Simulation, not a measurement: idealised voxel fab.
process module | voxel wiring stack
cross-section cut | 275 nm wide | cells 5 nm
A cross-section is a grid of square cells, given in bands from the top down. A band is one or more rows of cells.
Each band's line starts with the height of the band's top and of its bottom, in nm. Then come its materials from left to right, each with its width in nm. One material with "throughout" fills the band from edge to edge. "air" is empty space.
Height 0 is the level under which the wafer as received is all one material. The lowest band goes on downwards, as in "0 down".
A width such as "30 to 40" changes by the same amount from each row of cells to the next, from the band's top row to its bottom row.
"no change" after a step means that no cell of the cross-section changed.
closed voids: empty space of 8 cells or more with no open way to the top, each as width x height at its distance from the left edge, in nm
after a step's settings: what the simulator itself notes on the step
overlay nm, on a step with a mask: how far to the right of its planned place the mask lay; to the left if negative
plan
1 op RECEIVE | material Si
2 op CONFORMAL_DEP | material SiO2 | thk nm 15
3 op DIRECTIONAL_DEP | material TiN | thk nm 5
4 op DIRECTIONAL_DEP | material Ru | thk nm 25
5 op DIRECTIONAL_DEP | material aC | thk nm 15
6 op PATTERN | tone cover | mask id METAL_1 | material resist | width nm 20 | pitch nm 40 | thk nm 30 | overlay nm 0
7 op DIRECTIONAL_ETCH | etch materials aC | depth nm 15
8 op STRIP | etch materials resist
9 op DIRECTIONAL_ETCH | etch materials Ru | depth nm 25
10 op DIRECTIONAL_ETCH | etch materials TiN | depth nm 5
11 op STRIP | etch materials aC
12 op FILL_DEP | material SiO2 | thk nm 5
13 op CMP | height nm 45
14 op CONFORMAL_DEP | material SiCN | thk nm 5
15 op DIRECTIONAL_DEP | material lowk | thk nm 30
16 op PATTERN | tone open | mask id METAL_2_HOLES | material resist | width nm 15 | pitch nm 80 | thk nm 15 | overlay nm 0
17 op DIRECTIONAL_ETCH | etch materials lowk | depth nm 30
18 op STRIP | etch materials resist
19 op PATTERN | tone open | mask id METAL_2 | material resist | width nm 20 | pitch nm 40 | thk nm 15 | overlay nm 0
20 op DIRECTIONAL_ETCH | etch materials lowk | depth nm 20
21 op DIRECTIONAL_ETCH | etch materials SiCN | depth nm 5
22 op STRIP | etch materials resist
23 op CONFORMAL_DEP | material TiN | thk nm 5
24 op FILL_DEP | material Ru | thk nm 5
25 op CMP | height nm 80
26 op CONFORMAL_DEP | material SiCN | thk nm 5
27 op DIRECTIONAL_DEP | material SiO2 | thk nm 35
28 op DIRECTIONAL_DEP | material aC | thk nm 10
29 op PATTERN | tone open | mask id METAL_3 | material resist | width nm 20 | pitch nm 40 | thk nm 30 | overlay nm 0
30 op DIRECTIONAL_ETCH | etch materials aC | depth nm 10
31 op STRIP | etch materials resist
32 op DIRECTIONAL_ETCH | etch materials SiO2 | depth nm 20
33 op STRIP | etch materials aC
34 op MASKED_ETCH | tone open | mask id METAL_3_HOLES | width nm 15 | pitch nm 80 | etch materials SiO2 | depth nm 15 | overlay nm 0
35 op MASKED_ETCH | tone open | mask id METAL_3_HOLES | width nm 15 | pitch nm 80 | etch materials SiCN | depth nm 5 | overlay nm 0
36 op CONFORMAL_DEP | material TiN | thk nm 5
37 op FILL_DEP | material Cu | thk nm 10
38 op CMP | height nm 120
39 op CONFORMAL_DEP | material SiN | thk nm 5
as received, after step 1
  0 down: Si throughout
  closed voids: none
first wafer at the end, as planned
  125 to 120: SiN throughout
  120 to 105: SiO2 65 | TiN 5 | Cu 10 | TiN 5 | SiO2 20 | TiN 5 | Cu 10 | TiN 5 | SiO2 20 | TiN 5 | Cu 10 | TiN 5 | SiO2 20 | TiN 5 | Cu 10 | TiN 5 | SiO2 70
  105 to 100: SiO2 65 | TiN 5 | Cu 5 | TiN 10 | SiO2 20 | TiN 20 | SiO2 20 | TiN 5 | Cu 5 | TiN 10 | SiO2 20 | TiN 20 | SiO2 70
  100 to 85: SiO2 65 | TiN 5 | Cu 5 | TiN 5 | SiO2 65 | TiN 5 | Cu 5 | TiN 5 | SiO2 115
  85 to 80: SiCN 65 | TiN 15 | SiCN 65 | TiN 15 | SiCN 115
  80 to 65: lowk 65 | TiN 5 | Ru 10 | TiN 5 | lowk 20 | TiN 5 | Ru 10 | TiN 5 | lowk 20 | TiN 5 | Ru 10 | TiN 5 | lowk 20 | TiN 5 | Ru 10 | TiN 5 | lowk 70
  65 to 60: lowk 65 | TiN 5 | Ru 5 | TiN 10 | lowk 20 | TiN 20 | lowk 20 | TiN 5 | Ru 5 | TiN 10 | lowk 20 | TiN 20 | lowk 70
  60 to 50: lowk 65 | TiN 5 | Ru 5 | TiN 5 | lowk 65 | TiN 5 | Ru 5 | TiN 5 | lowk 115
  50 to 45: SiCN 65 | TiN 15 | SiCN 65 | TiN 15 | SiCN 115
  45 to 20: SiO2 65 | Ru 20 | SiO2 20 | Ru 20 | SiO2 20 | Ru 20 | SiO2 20 | Ru 20 | SiO2 70
  20 to 15: SiO2 65 | TiN 20 | SiO2 20 | TiN 20 | SiO2 20 | TiN 20 | SiO2 20 | TiN 20 | SiO2 70
  15 to 0: SiO2 throughout
  0 down: Si throughout
  closed voids: none
second wafer at the end: like start, like plan, one mistake
  125 to 120: SiN throughout
  120 to 110: SiO2 60 | TiN 5 | Cu 15 | TiN 5 | SiO2 20 | TiN 5 | Cu 10 | TiN 5 | SiO2 15 | TiN 5 | Cu 15 | TiN 5 | SiO2 20 | TiN 5 | Cu 10 | TiN 5 | SiO2 70
  110 to 105: SiO2 60 | TiN 10 | Cu 10 | TiN 5 | SiO2 20 | TiN 5 | Cu 10 | TiN 5 | SiO2 15 | TiN 10 | Cu 10 | TiN 5 | SiO2 20 | TiN 5 | Cu 10 | TiN 5 | SiO2 70
  105 to 100: SiO2 65 | TiN 5 | Cu 10 | TiN 5 | SiO2 20 | TiN 20 | SiO2 20 | TiN 5 | Cu 10 | TiN 5 | SiO2 20 | TiN 20 | SiO2 70
  100 to 90: SiO2 65 | TiN 5 | Cu 10 | TiN 5 | SiO2 60 | TiN 5 | Cu 10 | TiN 5 | SiO2 110
  90 to 85: SiO2 65 | TiN 5 | Cu 5 | TiN 10 | SiO2 60 | TiN 5 | Cu 5 | TiN 10 | SiO2 110
  85 to 80: SiCN 65 | TiN 15 | SiCN 65 | TiN 15 | SiCN 115
  80 to 65: lowk 65 | TiN 5 | Ru 10 | TiN 5 | lowk 20 | TiN 5 | Ru 10 | TiN 5 | lowk 20 | TiN 5 | Ru 10 | TiN 5 | lowk 20 | TiN 5 | Ru 10 | TiN 5 | lowk 70
  65 to 60: lowk 65 | TiN 5 | Ru 5 | TiN 10 | lowk 20 | TiN 20 | lowk 20 | TiN 5 | Ru 5 | TiN 10 | lowk 20 | TiN 20 | lowk 70
  60 to 50: lowk 65 | TiN 5 | Ru 5 | TiN 5 | lowk 65 | TiN 5 | Ru 5 | TiN 5 | lowk 115
  50 to 45: SiCN 65 | TiN 15 | SiCN 65 | TiN 15 | SiCN 115
  45 to 20: SiO2 65 | Ru 20 | SiO2 20 | Ru 20 | SiO2 20 | Ru 20 | SiO2 20 | Ru 20 | SiO2 70
  20 to 15: SiO2 65 | TiN 20 | SiO2 20 | TiN 20 | SiO2 20 | TiN 20 | SiO2 20 | TiN 20 | SiO2 70
  15 to 0: SiO2 throughout
  0 down: Si throughout
  closed voids: none
what went wrong: step 34 ran as: op MASKED_ETCH | tone open | mask id METAL_3_HOLES | width nm 25 | pitch nm 80 | etch materials SiO2 | depth nm 15 | overlay nm 0
at the end the second wafer has, in cells: 10 more of Cu | 12 fewer of SiO2 | 2 more of TiN
